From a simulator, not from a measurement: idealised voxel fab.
This section sets out a process module, namely voxel released beams.
The cross-section shown here is cut; it is 255 nm wide and divided into square cells measuring 5 nm on a side.
Cross-section, as written here: a square-cell grid given band by band from the top down, where a band holds one or more rows of cells.
Top height, bottom height, nm. Materials left to right, width each, nm. Single material + "everywhere" = fills band edge to edge. "air" = empty.
Heights are measured from 0, the level below which the as-received wafer is all one material; the lowest band has no bottom and continues downward, written as in "top 0, no bottom".
A two-number width, for instance "30 to 40", indicates that the width is equal to the first number in the top row of the band and to the second number in the bottom row, and that it changes by a constant amount per row of cells.
You'll sometimes find "nothing was modified" written for a step, and that's the way of saying that nowhere in the cross-section did a cell change during that step.
Reported under the label "Closed voids list" are the empty spaces having no open way to the top and comprising 8 cells or more; the notation for each is width x height at distance, in which the distance is measured from the left edge and all three values are in nm.
The remark found on a step's line after its settings is issued by the simulator itself and pertains to that step.
The optional step-line setting "overlay nm" applies to steps with a mask and quantifies how far to the right of its planned location the mask lay, a negative value indicating leftward placement.
### The planned process steps are enumerated hereunder
- 1: op RECEIVE | material Si
- 2: op CONFORMAL_DEP | material Al2O3 | thk nm 10
- 3: op DIRECTIONAL_DEP | material SiO2 | thk nm 15
- 4: op PATTERN | tone open | mask id ANCHOR | material resist | width nm 35 | thk nm 15 | overlay nm 0
- 5: op DIRECTIONAL_ETCH | etch materials SiO2 | depth nm 15
- 6: op STRIP | etch materials resist
- 7: op CONFORMAL_DEP | material polySi | thk nm 10
- 8: op PATTERN | tone cover | mask id BEAM | material resist | width nm 120 | thk nm 15 | overlay nm 0
- 9: op DIRECTIONAL_ETCH | etch materials polySi | depth nm 10
- 10: op STRIP | etch materials resist
- 11: op STRIP | etch materials SiO2
### The cross-section here shows the wafer as received, i.e. in its state after step 1
top 0, no bottom | Si everywhere
Closed voids list: none
### Cross-section, end of module. Start: as above. Plan: as above. Execution: one mistake
top 30, bottom 20 | air: 65, then polySi: 15, then air: 15, then polySi: 90, then air: 70
top 20, bottom 10 | air: 70, then polySi: 35, then air: 150
top 10, bottom 0 | Al2O3 everywhere
top 0, no bottom | Si everywhere
Closed voids list: none
Against the plan, the run slipped here: so step 3 ended up running with a different setting than we planned, it ran as op DIRECTIONAL_DEP | material SiO2 | thk nm 10
